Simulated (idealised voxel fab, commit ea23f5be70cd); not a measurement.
Title: Process Module voxel transistor to metal
The figure presents cross-section cut, which has a width of 170 nm and is divided into square cells with an edge length of 5 nm.
Cross-section = grid of square cells, listed top down in bands; band = one or more rows. Each band's line starts with the height of the band's top and of its bottom, in nm. Then come its materials from left to right, each with its width in nm. One material with "edge to edge" fills the band from edge to edge. "air" is empty space. For the purposes of this specification, 0 denotes the height below which the wafer in its as-received condition is composed wholly of one material, and the lowermost band, lacking a lower limit, extends downward without end, as expressed in "0 and below". Think of "30..40" as a width that walks from the first number to the second as you go down the band, top row to bottom row, taking equal-sized steps from row to row. Reading "nothing different" for a step: not a cell of the cross-section changed in it. So "Closed void list" is basically the list of trapped voids: any empty space of 8 cells or more that can't reach the top through an opening. They're written width x height at distance, the distance being from the left edge, and it's all nm. What comes after the settings on a step's line is commentary from the simulator itself on that step. "overlay nm" answers the question of how far to the right of plan the mask lay on a step that has a mask, and when it is negative the answer is to the left.
Intended process steps:
1: RECEIVE: material Si
2: CONFORMAL_DEP: material SiO2, thk nm 5
3: CONFORMAL_DEP: material SiN, thk nm 10
4: PATTERN: tone cover, mask id ACTIVE, material resist, width nm 95, thk nm 15, overlay nm 0
5: DIRECTIONAL_ETCH: etch materials SiN, depth nm 10
6: DIRECTIONAL_ETCH: etch materials SiO2, depth nm 5
7: DIRECTIONAL_ETCH: etch materials Si, depth nm 35
8: STRIP: etch materials resist
9: FILL_DEP: material SiO2, thk nm 10
10: CMP: height nm 15
11: SELECTIVE_ETCH: etch materials SiO2, depth nm 5
12: STRIP: etch materials SiN
13: SELECTIVE_ETCH: etch materials SiO2, depth nm 5
14: OXIDIZE: depth nm 5
15: DIRECTIONAL_DEP: material polySi, thk nm 25
16: DIRECTIONAL_DEP: material SiCN, thk nm 10
17: PATTERN: tone cover, mask id GATE, material resist, width nm 25, thk nm 15, overlay nm 0
18: DIRECTIONAL_ETCH: etch materials SiCN, depth nm 20
19: DIRECTIONAL_ETCH: etch materials polySi, depth nm 35
20: STRIP: etch materials resist
21: CONFORMAL_DEP: material SiO2, thk nm 5
22: DIRECTIONAL_ETCH: etch materials SiO2, depth nm 5
23: CONFORMAL_DEP: material SiN, thk nm 10
24: DIRECTIONAL_ETCH: etch materials SiN, depth nm 10
25: DIRECTIONAL_ETCH: etch materials SiO2, depth nm 5
26: DIRECTIONAL_ETCH: etch materials Si, depth nm 10
27: EPI: material SiGe, thk nm 10
28: FILL_DEP: material SiO2, thk nm 5
29: CMP: height nm 35
30: DIRECTIONAL_DEP: material SiO2, thk nm 15
31: MASKED_ETCH: tone open, mask id CONTACT, width nm 25, pitch nm 60, etch materials SiO2, depth nm 45, overlay nm 0
32: CONFORMAL_DEP: material TiN, thk nm 5
33: FILL_DEP: material W, thk nm 5
34: CMP: height nm 50
35: DIRECTIONAL_DEP: material TiN, thk nm 5
36: DIRECTIONAL_DEP: material Ru, thk nm 25
37: PATTERN: tone cover, mask id METAL_1, material resist, width nm 15, pitch nm 70, thk nm 15, overlay nm 0
38: DIRECTIONAL_ETCH: etch materials Ru, depth nm 25
39: DIRECTIONAL_ETCH: etch materials TiN, depth nm 5
40: STRIP: etch materials resist
41: FILL_DEP: material SiO2, thk nm 5
42: CMP: height nm 80
43: CONFORMAL_DEP: material SiCN, thk nm 5
44: DIRECTIONAL_DEP: material SiO2, thk nm 25
45: PATTERN: tone open, mask id METAL_2, material resist, width nm 15, pitch nm 70, thk nm 20, overlay nm 0
46: DIRECTIONAL_ETCH: etch materials SiO2, depth nm 15
47: STRIP: etch materials resist
48: DIRECTIONAL_DEP: material aC, thk nm 10
49: PATTERN: tone open, mask id METAL_2_HOLES, material resist, width nm 15, pitch nm 70, thk nm 30, overlay nm 0
50: DIRECTIONAL_ETCH: etch materials aC, depth nm 10
51: STRIP: etch materials resist
52: DIRECTIONAL_ETCH: etch materials SiO2, depth nm 10
53: DIRECTIONAL_ETCH: etch materials SiCN, depth nm 5
54: STRIP: etch materials aC
55: CONFORMAL_DEP: material TiN, thk nm 5
56: FILL_DEP: material Ru, thk nm 10
57: CMP: height nm 110
58: CONFORMAL_DEP: material SiN, thk nm 5
First of the two wafers, run per plan:
Received-state cross-section, reflecting completion of step 1:
- 0 and below  Si edge to edge
- Closed void list: none
State of the wafer after step 2, shown in cross-section:
- 5 down to 0  SiO2 edge to edge
- Under 0: no change, same as before.
State of the wafer after step 3, shown in cross-section:
- 15 down to 5  SiN edge to edge
- Under 5: no change, same as before.
State of the wafer after step 4, shown in cross-section:
- 30 down to 15  35 nm air  95 nm resist  40 nm air
- Under 15: no change, same as before.
State of the wafer after step 5, shown in cross-section:
- 30 down to 15  35 nm air  95 nm resist  40 nm air
- 15 down to 5  35 nm air  95 nm SiN  40 nm air
- Under 5: no change, same as before.
State of the wafer after step 6, shown in cross-section:
- 30 down to 15  35 nm air  95 nm resist  40 nm air
- 15 down to 5  35 nm air  95 nm SiN  40 nm air
- 5 down to 0  35 nm air  95 nm SiO2  40 nm air
- Under 0: no change, same as before.
State of the wafer after step 7, shown in cross-section:
- 30 down to 15  35 nm air  95 nm resist  40 nm air
- 15 down to 5  35 nm air  95 nm SiN  40 nm air
- 5 down to 0  35 nm air  95 nm SiO2  40 nm air
- 0 down to -35  35 nm air  95 nm Si  40 nm air
- Under -35: no change, same as before.
State of the wafer after step 8, shown in cross-section:
- 15 down to 5  35 nm air  95 nm SiN  40 nm air
- Under 5: no change, same as before.
State of the wafer after step 9, shown in cross-section:
- 25 down to 15  SiO2 edge to edge
- 15 down to 5  35 nm SiO2  95 nm SiN  40 nm SiO2
- 5 down to 0  SiO2 edge to edge
- 0 down to -35  35 nm SiO2  95 nm Si  40 nm SiO2
- Under -35: no change, same as before.
State of the wafer after step 10, shown in cross-section:
- 15 down to 5  35 nm SiO2  95 nm SiN  40 nm SiO2
- Under 5: no change, same as before.
State of the wafer after step 11, shown in cross-section:
- 15 down to 10  35 nm air  95 nm SiN  40 nm air
- Under 10: no change, same as before.
State of the wafer after step 12, shown in cross-section:
- 10 down to 5  35 nm SiO2  95 nm air  40 nm SiO2
- Under 5: no change, same as before.
State of the wafer after step 13, shown in cross-section:
- 5 down to 0  30 nm SiO2  105 nm air  35 nm SiO2
- Under 0: no change, same as before.
State of the wafer after step 14, shown in cross-section:
- 5 down to 0  30 nm SiO2  105 nm air  35 nm SiO2
- 0 down to -5  SiO2 edge to edge
- Under -5: no change, same as before.
State of the wafer after step 15, shown in cross-section:
- 30 down to 25  30 nm polySi  105 nm air  35 nm polySi
- 25 down to 5  polySi edge to edge
- 5 down to 0  30 nm SiO2  105 nm polySi  35 nm SiO2
- Under 0: no change, same as before.
State of the wafer after step 16, shown in cross-section:
- 40 down to 35  30 nm SiCN  105 nm air  35 nm SiCN
- 35 down to 30  SiCN edge to edge
- 30 down to 25  30 nm polySi  105 nm SiCN  35 nm polySi
- Under 25: no change, same as before.
State of the wafer after step 17, shown in cross-section:
- 55 down to 40  70 nm air  25 nm resist  75 nm air
- 40 down to 35  30 nm SiCN  40 nm air  25 nm resist  40 nm air  35 nm SiCN
- Under 35: no change, same as before.
State of the wafer after step 18, shown in cross-section:
- 55 down to 35  70 nm air  25 nm resist  75 nm air
- 35 down to 30  70 nm air  25 nm SiCN  75 nm air
- 30 down to 25  30 nm polySi  40 nm air  25 nm SiCN  40 nm air  35 nm polySi
- Under 25: no change, same as before.
State of the wafer after step 19, shown in cross-section:
- 55 down to 35  70 nm air  25 nm resist  75 nm air
- 35 down to 25  70 nm air  25 nm SiCN  75 nm air
- 25 down to 5  70 nm air  25 nm polySi  75 nm air
- 5 down to 0  30 nm SiO2  40 nm air  25 nm polySi  40 nm air  35 nm SiO2
- Under 0: no change, same as before.
State of the wafer after step 20, shown in cross-section:
- 35 down to 25  70 nm air  25 nm SiCN  75 nm air
- Under 25: no change, same as before.
State of the wafer after step 21, shown in cross-section:
- 40 down to 35  65 nm air  35 nm SiO2  70 nm air
- 35 down to 25  65 nm air  5 nm SiO2  25 nm SiCN  5 nm SiO2  70 nm air
- 25 down to 10  65 nm air  5 nm SiO2  25 nm polySi  5 nm SiO2  70 nm air
- 10 down to 5  35 nm SiO2  30 nm air  5 nm SiO2  25 nm polySi  5 nm SiO2  30 nm air  40 nm SiO2
- 5 down to 0  70 nm SiO2  25 nm polySi  75 nm SiO2
- Under 0: no change, same as before.
State of the wafer after step 22, shown in cross-section:
- 35 down to 25  65 nm air  5 nm SiO2  25 nm SiCN  5 nm SiO2  70 nm air
- 25 down to 5  65 nm air  5 nm SiO2  25 nm polySi  5 nm SiO2  70 nm air
- 5 down to 0  35 nm SiO2  30 nm air  5 nm SiO2  25 nm polySi  5 nm SiO2  30 nm air  40 nm SiO2
- Under 0: no change, same as before.
State of the wafer after step 23, shown in cross-section:
- 45 down to 35  55 nm air  55 nm SiN  60 nm air
- 35 down to 25  55 nm air  10 nm SiN  5 nm SiO2  25 nm SiCN  5 nm SiO2  10 nm SiN  60 nm air
- 25 down to 15  55 nm air  10 nm SiN  5 nm SiO2  25 nm polySi  5 nm SiO2  10 nm SiN  60 nm air
- 15 down to 10  45 nm SiN  10 nm air  10 nm SiN  5 nm SiO2  25 nm polySi  5 nm SiO2  10 nm SiN  10 nm air  50 nm SiN
- 10 down to 5  65 nm SiN  5 nm SiO2  25 nm polySi  5 nm SiO2  70 nm SiN
- 5 down to 0  35 nm SiO2  30 nm SiN  5 nm SiO2  25 nm polySi  5 nm SiO2  30 nm SiN  40 nm SiO2
- Under 0: no change, same as before.
State of the wafer after step 24, shown in cross-section:
- 35 down to 25  55 nm air  10 nm SiN  5 nm SiO2  25 nm SiCN  5 nm SiO2  10 nm SiN  60 nm air
- 25 down to 5  55 nm air  10 nm SiN  5 nm SiO2  25 nm polySi  5 nm SiO2  10 nm SiN  60 nm air
- 5 down to 0  35 nm SiO2  10 nm SiN  10 nm air  10 nm SiN  5 nm SiO2  25 nm polySi  5 nm SiO2  10 nm SiN  10 nm air  10 nm SiN  40 nm SiO2
- Under 0: no change, same as before.
State of the wafer after step 25, shown in cross-section:
- 35 down to 30  55 nm air  10 nm SiN  5 nm air  25 nm SiCN  5 nm air  10 nm SiN  60 nm air
- 30 down to 25  55 nm air  10 nm SiN  5 nm SiO2  25 nm SiCN  5 nm SiO2  10 nm SiN  60 nm air
- 25 down to 5  55 nm air  10 nm SiN  5 nm SiO2  25 nm polySi  5 nm SiO2  10 nm SiN  60 nm air
- 5 down to 0  35 nm air  10 nm SiN  10 nm air  10 nm SiN  5 nm SiO2  25 nm polySi  5 nm SiO2  10 nm SiN  10 nm air  10 nm SiN  40 nm air
- 0 down to -5  45 nm SiO2  10 nm air  55 nm SiO2  10 nm air  50 nm SiO2
- Under -5: no change, same as before.
State of the wafer after step 26, shown in cross-section:
- 35 down to 30  55 nm air  10 nm SiN  5 nm air  25 nm SiCN  5 nm air  10 nm SiN  60 nm air
- 30 down to 25  55 nm air  10 nm SiN  5 nm SiO2  25 nm SiCN  5 nm SiO2  10 nm SiN  60 nm air
- 25 down to 5  55 nm air  10 nm SiN  5 nm SiO2  25 nm polySi  5 nm SiO2  10 nm SiN  60 nm air
- 5 down to 0  35 nm air  10 nm SiN  10 nm air  10 nm SiN  5 nm SiO2  25 nm polySi  5 nm SiO2  10 nm SiN  10 nm air  10 nm SiN  40 nm air
- 0 down to -5  45 nm SiO2  10 nm air  55 nm SiO2  10 nm air  50 nm SiO2
- -5 down to -15  35 nm SiO2  10 nm Si  10 nm air  55 nm Si  10 nm air  10 nm Si  40 nm SiO2
- Under -15: no change, same as before.
State of the wafer after step 27, shown in cross-section:
- 35 down to 30  55 nm air  10 nm SiN  5 nm air  25 nm SiCN  5 nm air  10 nm SiN  60 nm air
- 30 down to 25  55 nm air  10 nm SiN  5 nm SiO2  25 nm SiCN  5 nm SiO2  10 nm SiN  60 nm air
- 25 down to 5  55 nm air  10 nm SiN  5 nm SiO2  25 nm polySi  5 nm SiO2  10 nm SiN  60 nm air
- 5 down to 0  35 nm air  10 nm SiN  10 nm SiGe  10 nm SiN  5 nm SiO2  25 nm polySi  5 nm SiO2  10 nm SiN  10 nm SiGe  10 nm SiN  40 nm air
- 0 down to -5  45 nm SiO2  10 nm SiGe  55 nm SiO2  10 nm SiGe  50 nm SiO2
- -5 down to -15  35 nm SiO2  10 nm Si  10 nm SiGe  55 nm Si  10 nm SiGe  10 nm Si  40 nm SiO2
- Under -15: no change, same as before.
State of the wafer after step 28, shown in cross-section:
- 40 down to 35  SiO2 edge to edge
- 35 down to 25  55 nm SiO2  10 nm SiN  5 nm SiO2  25 nm SiCN  5 nm SiO2  10 nm SiN  60 nm SiO2
- 25 down to 5  55 nm SiO2  10 nm SiN  5 nm SiO2  25 nm polySi  5 nm SiO2  10 nm SiN  60 nm SiO2
- 5 down to 0  35 nm SiO2  10 nm SiN  10 nm SiGe  10 nm SiN  5 nm SiO2  25 nm polySi  5 nm SiO2  10 nm SiN  10 nm SiGe  10 nm SiN  40 nm SiO2
- Under 0: no change, same as before.
State of the wafer after step 29, shown in cross-section:
- 35 down to 25  55 nm SiO2  10 nm SiN  5 nm SiO2  25 nm SiCN  5 nm SiO2  10 nm SiN  60 nm SiO2
- Under 25: no change, same as before.
State of the wafer after step 30, shown in cross-section:
- 50 down to 35  SiO2 edge to edge
- Under 35: no change, same as before.
State of the wafer after step 31, shown in cross-section:
- 50 down to 35  40 nm SiO2  25 nm air  35 nm SiO2  25 nm air  45 nm SiO2
- 35 down to 25  40 nm SiO2  15 nm air  10 nm SiN  5 nm SiO2  25 nm SiCN  5 nm SiO2  10 nm SiN  15 nm air  45 nm SiO2
- 25 down to 5  40 nm SiO2  15 nm air  10 nm SiN  5 nm SiO2  25 nm polySi  5 nm SiO2  10 nm SiN  15 nm air  45 nm SiO2
- Under 5: no change, same as before.
State of the wafer after step 32, shown in cross-section:
- 55 down to 50  45 nm TiN  15 nm air  45 nm TiN  15 nm air  50 nm TiN
- 50 down to 40  40 nm SiO2  5 nm TiN  15 nm air  5 nm TiN  35 nm SiO2  5 nm TiN  15 nm air  5 nm TiN  45 nm SiO2
- 40 down to 35  40 nm SiO2  5 nm TiN  5 nm air  15 nm TiN  35 nm SiO2  15 nm TiN  5 nm air  5 nm TiN  45 nm SiO2
- 35 down to 25  40 nm SiO2  5 nm TiN  5 nm air  5 nm TiN  10 nm SiN  5 nm SiO2  25 nm SiCN  5 nm SiO2  10 nm SiN  5 nm TiN  5 nm air  5 nm TiN  45 nm SiO2
- 25 down to 10  40 nm SiO2  5 nm TiN  5 nm air  5 nm TiN  10 nm SiN  5 nm SiO2  25 nm polySi  5 nm SiO2  10 nm SiN  5 nm TiN  5 nm air  5 nm TiN  45 nm SiO2
- 10 down to 5  40 nm SiO2  15 nm TiN  10 nm SiN  5 nm SiO2  25 nm polySi  5 nm SiO2  10 nm SiN  15 nm TiN  45 nm SiO2
- Under 5: no change, same as before.
State of the wafer after step 33, shown in cross-section:
- 60 down to 55  W edge to edge
- 55 down to 50  45 nm TiN  15 nm W  45 nm TiN  15 nm W  50 nm TiN
- 50 down to 40  40 nm SiO2  5 nm TiN  15 nm W  5 nm TiN  35 nm SiO2  5 nm TiN  15 nm W  5 nm TiN  45 nm SiO2
- 40 down to 35  40 nm SiO2  5 nm TiN  5 nm W  15 nm TiN  35 nm SiO2  15 nm TiN  5 nm W  5 nm TiN  45 nm SiO2
- 35 down to 25  40 nm SiO2  5 nm TiN  5 nm W  5 nm TiN  10 nm SiN  5 nm SiO2  25 nm SiCN  5 nm SiO2  10 nm SiN  5 nm TiN  5 nm W  5 nm TiN  45 nm SiO2
- 25 down to 10  40 nm SiO2  5 nm TiN  5 nm W  5 nm TiN  10 nm SiN  5 nm SiO2  25 nm polySi  5 nm SiO2  10 nm SiN  5 nm TiN  5 nm W  5 nm TiN  45 nm SiO2
- Under 10: no change, same as before.
State of the wafer after step 34, shown in cross-section:
- 50 down to 40  40 nm SiO2  5 nm TiN  15 nm W  5 nm TiN  35 nm SiO2  5 nm TiN  15 nm W  5 nm TiN  45 nm SiO2
- Under 40: no change, same as before.
State of the wafer after step 35, shown in cross-section:
- 55 down to 50  TiN edge to edge
- Under 50: no change, same as before.
State of the wafer after step 36, shown in cross-section:
- 80 down to 55  Ru edge to edge
- Under 55: no change, same as before.
State of the wafer after step 37, shown in cross-section:
- 95 down to 80  40 nm air  15 nm resist  55 nm air  15 nm resist  45 nm air
- Under 80: no change, same as before.
State of the wafer after step 38, shown in cross-section:
- 95 down to 80  40 nm air  15 nm resist  55 nm air  15 nm resist  45 nm air
- 80 down to 55  40 nm air  15 nm Ru  55 nm air  15 nm Ru  45 nm air
- Under 55: no change, same as before.
State of the wafer after step 39, shown in cross-section:
- 95 down to 80  40 nm air  15 nm resist  55 nm air  15 nm resist  45 nm air
- 80 down to 55  40 nm air  15 nm Ru  55 nm air  15 nm Ru  45 nm air
- 55 down to 50  40 nm air  15 nm TiN  55 nm air  15 nm TiN  45 nm air
- Under 50: no change, same as before.
State of the wafer after step 40, shown in cross-section:
- 80 down to 55  40 nm air  15 nm Ru  55 nm air  15 nm Ru  45 nm air
- Under 55: no change, same as before.
State of the wafer after step 41, shown in cross-section:
- 85 down to 80  SiO2 edge to edge
- 80 down to 55  40 nm SiO2  15 nm Ru  55 nm SiO2  15 nm Ru  45 nm SiO2
- 55 down to 50  40 nm SiO2  15 nm TiN  55 nm SiO2  15 nm TiN  45 nm SiO2
- Under 50: no change, same as before.
State of the wafer after step 42, shown in cross-section:
- 80 down to 55  40 nm SiO2  15 nm Ru  55 nm SiO2  15 nm Ru  45 nm SiO2
- Under 55: no change, same as before.
State of the wafer after step 43, shown in cross-section:
- 85 down to 80  SiCN edge to edge
- Under 80: no change, same as before.
State of the wafer after step 44, shown in cross-section:
- 110 down to 85  SiO2 edge to edge
- Under 85: no change, same as before.
State of the wafer after step 45, shown in cross-section:
- 130 down to 110  40 nm resist  15 nm air  55 nm resist  15 nm air  45 nm resist
- Under 110: no change, same as before.
State of the wafer after step 46, shown in cross-section:
- 130 down to 110  40 nm resist  15 nm air  55 nm resist  15 nm air  45 nm resist
- 110 down to 95  40 nm SiO2  15 nm air  55 nm SiO2  15 nm air  45 nm SiO2
- Under 95: no change, same as before.
State of the wafer after step 47, shown in cross-section:
- 110 down to 95  40 nm SiO2  15 nm air  55 nm SiO2  15 nm air  45 nm SiO2
- Under 95: no change, same as before.
State of the wafer after step 48, shown in cross-section:
- 120 down to 110  40 nm aC  15 nm air  55 nm aC  15 nm air  45 nm aC
- 110 down to 105  40 nm SiO2  15 nm air  55 nm SiO2  15 nm air  45 nm SiO2
- 105 down to 95  40 nm SiO2  15 nm aC  55 nm SiO2  15 nm aC  45 nm SiO2
- Under 95: no change, same as before.
State of the wafer after step 49, shown in cross-section:
- 150 down to 120  40 nm resist  15 nm air  55 nm resist  15 nm air  45 nm resist
- Under 120: no change, same as before.
State of the wafer after step 50, shown in cross-section:
- 140 down to 120  40 nm resist  15 nm air  55 nm resist  15 nm air  45 nm resist
- 120 down to 110  40 nm aC  15 nm air  55 nm aC  15 nm air  45 nm aC
- 110 down to 95  40 nm SiO2  15 nm air  55 nm SiO2  15 nm air  45 nm SiO2
- Under 95: no change, same as before.
State of the wafer after step 51, shown in cross-section:
- 120 down to 110  40 nm aC  15 nm air  55 nm aC  15 nm air  45 nm aC
- Under 110: no change, same as before.
State of the wafer after step 52, shown in cross-section:
- 120 down to 110  40 nm aC  15 nm air  55 nm aC  15 nm air  45 nm aC
- 110 down to 85  40 nm SiO2  15 nm air  55 nm SiO2  15 nm air  45 nm SiO2
- Under 85: no change, same as before.
State of the wafer after step 53, shown in cross-section:
- 120 down to 110  40 nm aC  15 nm air  55 nm aC  15 nm air  45 nm aC
- 110 down to 85  40 nm SiO2  15 nm air  55 nm SiO2  15 nm air  45 nm SiO2
- 85 down to 80  40 nm SiCN  15 nm air  55 nm SiCN  15 nm air  45 nm SiCN
- Under 80: no change, same as before.
State of the wafer after step 54, shown in cross-section:
- 110 down to 85  40 nm SiO2  15 nm air  55 nm SiO2  15 nm air  45 nm SiO2
- Under 85: no change, same as before.
State of the wafer after step 55, shown in cross-section:
- 115 down to 110  45 nm TiN  5 nm air  65 nm TiN  5 nm air  50 nm TiN
- 110 down to 85  40 nm SiO2  5 nm TiN  5 nm air  5 nm TiN  55 nm SiO2  5 nm TiN  5 nm air  5 nm TiN  45 nm SiO2
- 85 down to 80  40 nm SiCN  15 nm TiN  55 nm SiCN  15 nm TiN  45 nm SiCN
- Under 80: no change, same as before.
State of the wafer after step 56, shown in cross-section:
- 125 down to 115  Ru edge to edge
- 115 down to 110  45 nm TiN  5 nm Ru  65 nm TiN  5 nm Ru  50 nm TiN
- 110 down to 85  40 nm SiO2  5 nm TiN  5 nm Ru  5 nm TiN  55 nm SiO2  5 nm TiN  5 nm Ru  5 nm TiN  45 nm SiO2
- Under 85: no change, same as before.
State of the wafer after step 57, shown in cross-section:
- 110 down to 85  40 nm SiO2  5 nm TiN  5 nm Ru  5 nm TiN  55 nm SiO2  5 nm TiN  5 nm Ru  5 nm TiN  45 nm SiO2
- Under 85: no change, same as before.
State of the wafer after step 58, shown in cross-section:
- 115 down to 110  SiN edge to edge
- Under 110: no change, same as before.
Wafer two of the pair: same origin, same plan, one error during the run; identical to wafer one up to and including step 32:
When step 33 should have ended:
- 60 down to 55  aC edge to edge
- 55 down to 50  45 nm TiN  15 nm aC  45 nm TiN  15 nm aC  50 nm TiN
- 50 down to 40  40 nm SiO2  5 nm TiN  15 nm aC  5 nm TiN  35 nm SiO2  5 nm TiN  15 nm aC  5 nm TiN  45 nm SiO2
- 40 down to 35  40 nm SiO2  5 nm TiN  5 nm aC  15 nm TiN  35 nm SiO2  15 nm TiN  5 nm aC  5 nm TiN  45 nm SiO2
- 35 down to 25  40 nm SiO2  5 nm TiN  5 nm aC  5 nm TiN  10 nm SiN  5 nm SiO2  25 nm SiCN  5 nm SiO2  10 nm SiN  5 nm TiN  5 nm aC  5 nm TiN  45 nm SiO2
- 25 down to 10  40 nm SiO2  5 nm TiN  5 nm aC  5 nm TiN  10 nm SiN  5 nm SiO2  25 nm polySi  5 nm SiO2  10 nm SiN  5 nm TiN  5 nm aC  5 nm TiN  45 nm SiO2
- Under 10: no change, same as before.
When step 34 should have ended:
- 50 down to 40  40 nm SiO2  5 nm TiN  15 nm aC  5 nm TiN  35 nm SiO2  5 nm TiN  15 nm aC  5 nm TiN  45 nm SiO2
- Under 40: no change, same as before.
When step 35 should have ended:
- 55 down to 50  TiN edge to edge
- Under 50: no change, same as before.
When step 36 should have ended:
- 80 down to 55  Ru edge to edge
- Under 55: no change, same as before.
When step 37 should have ended:
- 95 down to 80  40 nm air  15 nm resist  55 nm air  15 nm resist  45 nm air
- Under 80: no change, same as before.
When step 38 should have ended:
- 95 down to 80  40 nm air  15 nm resist  55 nm air  15 nm resist  45 nm air
- 80 down to 55  40 nm air  15 nm Ru  55 nm air  15 nm Ru  45 nm air
- Under 55: no change, same as before.
When step 39 should have ended:
- 95 down to 80  40 nm air  15 nm resist  55 nm air  15 nm resist  45 nm air
- 80 down to 55  40 nm air  15 nm Ru  55 nm air  15 nm Ru  45 nm air
- 55 down to 50  40 nm air  15 nm TiN  55 nm air  15 nm TiN  45 nm air
- Under 50: no change, same as before.
When step 40 should have ended:
- 80 down to 55  40 nm air  15 nm Ru  55 nm air  15 nm Ru  45 nm air
- Under 55: no change, same as before.
When step 41 should have ended:
- 85 down to 80  SiO2 edge to edge
- 80 down to 55  40 nm SiO2  15 nm Ru  55 nm SiO2  15 nm Ru  45 nm SiO2
- 55 down to 50  40 nm SiO2  15 nm TiN  55 nm SiO2  15 nm TiN  45 nm SiO2
- Under 50: no change, same as before.
When step 42 should have ended:
- 80 down to 55  40 nm SiO2  15 nm Ru  55 nm SiO2  15 nm Ru  45 nm SiO2
- Under 55: no change, same as before.
When step 43 should have ended:
- 85 down to 80  SiCN edge to edge
- Under 80: no change, same as before.
When step 44 should have ended:
- 110 down to 85  SiO2 edge to edge
- Under 85: no change, same as before.
When step 45 should have ended:
- 130 down to 110  40 nm resist  15 nm air  55 nm resist  15 nm air  45 nm resist
- Under 110: no change, same as before.
When step 46 should have ended:
- 130 down to 110  40 nm resist  15 nm air  55 nm resist  15 nm air  45 nm resist
- 110 down to 95  40 nm SiO2  15 nm air  55 nm SiO2  15 nm air  45 nm SiO2
- Under 95: no change, same as before.
When step 47 should have ended:
- 110 down to 95  40 nm SiO2  15 nm air  55 nm SiO2  15 nm air  45 nm SiO2
- Under 95: no change, same as before.
When step 48 should have ended:
- 120 down to 110  40 nm aC  15 nm air  55 nm aC  15 nm air  45 nm aC
- 110 down to 105  40 nm SiO2  15 nm air  55 nm SiO2  15 nm air  45 nm SiO2
- 105 down to 95  40 nm SiO2  15 nm aC  55 nm SiO2  15 nm aC  45 nm SiO2
- Under 95: no change, same as before.
When step 49 should have ended:
- 150 down to 120  40 nm resist  15 nm air  55 nm resist  15 nm air  45 nm resist
- Under 120: no change, same as before.
When step 50 should have ended:
- 140 down to 120  40 nm resist  15 nm air  55 nm resist  15 nm air  45 nm resist
- 120 down to 110  40 nm aC  15 nm air  55 nm aC  15 nm air  45 nm aC
- 110 down to 95  40 nm SiO2  15 nm air  55 nm SiO2  15 nm air  45 nm SiO2
- Under 95: no change, same as before.
When step 51 should have ended:
- 120 down to 110  40 nm aC  15 nm air  55 nm aC  15 nm air  45 nm aC
- Under 110: no change, same as before.
When step 52 should have ended:
- 120 down to 110  40 nm aC  15 nm air  55 nm aC  15 nm air  45 nm aC
- 110 down to 85  40 nm SiO2  15 nm air  55 nm SiO2  15 nm air  45 nm SiO2
- Under 85: no change, same as before.
When step 53 should have ended:
- 120 down to 110  40 nm aC  15 nm air  55 nm aC  15 nm air  45 nm aC
- 110 down to 85  40 nm SiO2  15 nm air  55 nm SiO2  15 nm air  45 nm SiO2
- 85 down to 80  40 nm SiCN  15 nm air  55 nm SiCN  15 nm air  45 nm SiCN
- Under 80: no change, same as before.
When step 54 should have ended:
- 110 down to 85  40 nm SiO2  15 nm air  55 nm SiO2  15 nm air  45 nm SiO2
- Under 85: no change, same as before.
When step 55 should have ended:
- 115 down to 110  45 nm TiN  5 nm air  65 nm TiN  5 nm air  50 nm TiN
- 110 down to 85  40 nm SiO2  5 nm TiN  5 nm air  5 nm TiN  55 nm SiO2  5 nm TiN  5 nm air  5 nm TiN  45 nm SiO2
- 85 down to 80  40 nm SiCN  15 nm TiN  55 nm SiCN  15 nm TiN  45 nm SiCN
- Under 80: no change, same as before.
When step 56 should have ended:
- 125 down to 115  Ru edge to edge
- 115 down to 110  45 nm TiN  5 nm Ru  65 nm TiN  5 nm Ru  50 nm TiN
- 110 down to 85  40 nm SiO2  5 nm TiN  5 nm Ru  5 nm TiN  55 nm SiO2  5 nm TiN  5 nm Ru  5 nm TiN  45 nm SiO2
- Under 85: no change, same as before.
When step 57 should have ended:
- 110 down to 85  40 nm SiO2  5 nm TiN  5 nm Ru  5 nm TiN  55 nm SiO2  5 nm TiN  5 nm Ru  5 nm TiN  45 nm SiO2
- Under 85: no change, same as before.
When step 58 should have ended:
- 115 down to 110  SiN edge to edge
- Under 110: no change, same as before.
So what did we get wrong on this run? step 33 went in with a setting other than planned; the actual run was FILL_DEP: material aC, thk nm 5
Final comparison by cell count, materials where the second wafer has more or fewer than the first: W: 24 fewer, aC: 24 more
